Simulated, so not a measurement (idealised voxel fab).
Documented hereafter: the process module known as voxel released beams.
The cross-section shown here is cut; it is 175 nm wide and divided into square cells measuring 5 nm on a side.
Heads up, the way a cross-section reads in here is a grid of square cells, handed over as bands from the top down, with every band being one or more rows of cells. The band entry comprises the height of the band's top followed by the height of its bottom, expressed in nm, and subsequently the band's materials from left to right, each stated together with its width in nm. Where a single material is marked with the word "everywhere", that material fills the band from edge to edge. The word "air" represents empty space. Height reference: 0 = level under which incoming wafer is all one material. Lowest band: no bottom, runs on downward, e.g. "from 0 down". Note: "30..40" means the width goes from the first number (top row of the band) to the second number (bottom row) in equal steps per row of cells. Given "stayed the same" for a step, no cell of the cross-section differs between before and after that step. "Voids, sealed" - sealed voids, min. 8 cells, no opening to top; format: width x height at distance (distance from left edge; nm throughout). Past the settings on a step's line: simulator remark, on that step. When a step includes a mask, the "overlay nm" setting on its line states how far to the right of its planned place that mask lay, and negative values state how far to the left.
SO HERE'S THE LINEUP OF PROCESS STEPS WE PLANNED
1. RECEIVE with material Si
2. CONFORMAL_DEP with material SiN, thk nm 5
3. DIRECTIONAL_DEP with material SiO2, thk nm 15
4. PATTERN with tone open, mask id ANCHOR, material resist, width nm 25, thk nm 15, overlay nm 0
5. DIRECTIONAL_ETCH with etch materials SiO2, depth nm 15
6. STRIP with etch materials resist
7. CONFORMAL_DEP with material TiN, thk nm 10
8. DIRECTIONAL_DEP with material aC, thk nm 15
9. PATTERN with tone cover, mask id BEAM, material resist, width nm 95, thk nm 30, overlay nm 0
10. DIRECTIONAL_ETCH with etch materials aC, depth nm 15
11. STRIP with etch materials resist
12. DIRECTIONAL_ETCH with etch materials TiN, depth nm 10
13. STRIP with etch materials aC
14. STRIP with etch materials SiO2
STEP 1 COMPLETE: CROSS-SECTION OF THE WAFER AS RECEIVED
- from 0 down | Si everywhere
- Voids, sealed: none
FIRST OF TWO WAFERS, END-OF-MODULE SECTION, RUN FOLLOWED PLAN
- from 30 to 20 | air 35 nm, TiN 15 nm, air 5 nm, TiN 75 nm, air 45 nm
- from 20 to 15 | air 40 nm, TiN 10 nm, air 5 nm, TiN 10 nm, air 110 nm
- from 15 to 5 | air 40 nm, TiN 25 nm, air 110 nm
- from 5 to 0 | SiN everywhere
- from 0 down | Si everywhere
- Voids, sealed: none
CROSS-SECTIONAL VIEW OF THE SECOND OF TWO WAFERS UPON COMPLETION OF THE MODULE. THIS WAFER SHARED ITS STARTING CONDITION AND PROCESS PLAN WITH THE FIRST; ONE ERROR WAS MADE DURING ITS EXECUTION
- from 45 to 30 | SiN 50 nm, air 5 nm, SiN 120 nm
- from 30 to 20 | TiN 50 nm, SiN 5 nm, TiN 120 nm
- from 20 to 15 | SiO2 40 nm, TiN 10 nm, SiN 5 nm, TiN 10 nm, SiO2 110 nm
- from 15 to 5 | SiO2 40 nm, TiN 25 nm, SiO2 110 nm
- from 5 to 0 | SiN everywhere
- from 0 down | Si everywhere
- Voids, sealed: none
Error vs. plan: the process deviated at step 8: the operation and settings actually run there were DIRECTIONAL_DEP with material SiN, thk nm 15
The closing comparison, in cells, has the second wafer with more or fewer of some materials than the first: SiN +105, SiO2 +90, TiN +32
